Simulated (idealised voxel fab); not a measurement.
This is a process module. Its name is voxel double patterning.
Displayed cross-section: cut, width of 155 nm, square cells sized 5 nm.
The cross-sections in this document take the form of a grid made of square cells. They are written out as bands, in order from top to bottom. Each band consists of one or more rows of cells.
Band: top and bottom heights (nm) first, top before bottom; then materials from left to right, widths in nm. "all across" marks a sole material filling the band edge to edge. "blank" denotes empty space.
Convention: height 0 is the level below which the wafer, as received, is all one material. The lowest band does not terminate at the bottom but continues downward, represented as "0..down".
When a width is written as two numbers, as in "30 to 40", the first number is the width in the top row of cells of the band and the second is the width in its bottom row, and the width changes by the same amount from each row to the next.
Basically "nothing different" means that step didn't change any cell in the cross-section.
Voids not open to the top, 8 cells minimum: see "Completely sealed voids". Written width x height at distance; distance is from the left edge; nm.
That trailing text on a step's line, after the settings, is the simulator's own remark on the step.
overlay nm: for a step with a mask, the amount by which the mask lay right of where it was planned; a negative amount means left of it.
Here's what the planned process steps look like:
1) RECEIVE [material Si]
2) CONFORMAL_DEP [material SiO2] [thk nm 10]
3) DIRECTIONAL_DEP [material TiN] [thk nm 15]
4) DIRECTIONAL_DEP [material SiCN] [thk nm 10]
5) DIRECTIONAL_DEP [material aC] [thk nm 5]
6) PATTERN [tone open] [mask id FIRST] [material resist] [width nm 15] [pitch nm 50] [thk nm 35] [overlay nm 0]
7) DIRECTIONAL_ETCH [etch materials aC] [depth nm 15]
8) STRIP [etch materials resist]
9) DIRECTIONAL_ETCH [etch materials SiCN] [depth nm 10]
10) STRIP [etch materials aC]
11) MASKED_ETCH [tone open] [mask id SECOND] [width nm 15] [pitch nm 50] [etch materials SiCN] [depth nm 10] [overlay nm 0]
12) DIRECTIONAL_ETCH [etch materials TiN] [depth nm 15]
13) STRIP [etch materials SiCN]
It is noted that the wafers described herein are identical at the outset and are distinguished by the thk nm of step 5; the value stated in the plan corresponds to the first wafer.
Cross-section, first of several wafers, as delivered after step 1:
- 0..down = Si all across
- Completely sealed voids: none
Quick look at the cross-section of the first of several wafers after step 13, which wraps up the module:
- 25..10 = 20 TiN  15 blank  10 TiN  15 blank  10 TiN  15 blank  10 TiN  15 blank  10 TiN  15 blank  20 TiN
- 10..0 = SiO2 all across
- 0..down = Si all across
- Completely sealed voids: none
Here's the last wafer cross-sectioned at the end of the module:
- 25..10 = 45 TiN  15 blank  35 TiN  15 blank  45 TiN
- 10..0 = SiO2 all across
- 0..down = Si all across
- Completely sealed voids: none
The rows of the table below are wafers. Looking at the end of the module, a row counts, for every material, the cells the wafer has gained, shown as (+), or lost, shown as (-), since it was received; its closed voids come next:
thk nm 5 | +62 SiO2 | +48 TiN | Completely sealed voids: none
thk nm 10 | +62 SiO2 | +48 TiN | Completely sealed voids: none
thk nm 15 | +62 SiO2 | +48 TiN | Completely sealed voids: none
thk nm 20 | +62 SiO2 | +75 TiN | Completely sealed voids: none
thk nm 25 | +62 SiO2 | +75 TiN | Completely sealed voids: none
thk nm 30 | +62 SiO2 | +75 TiN | Completely sealed voids: none
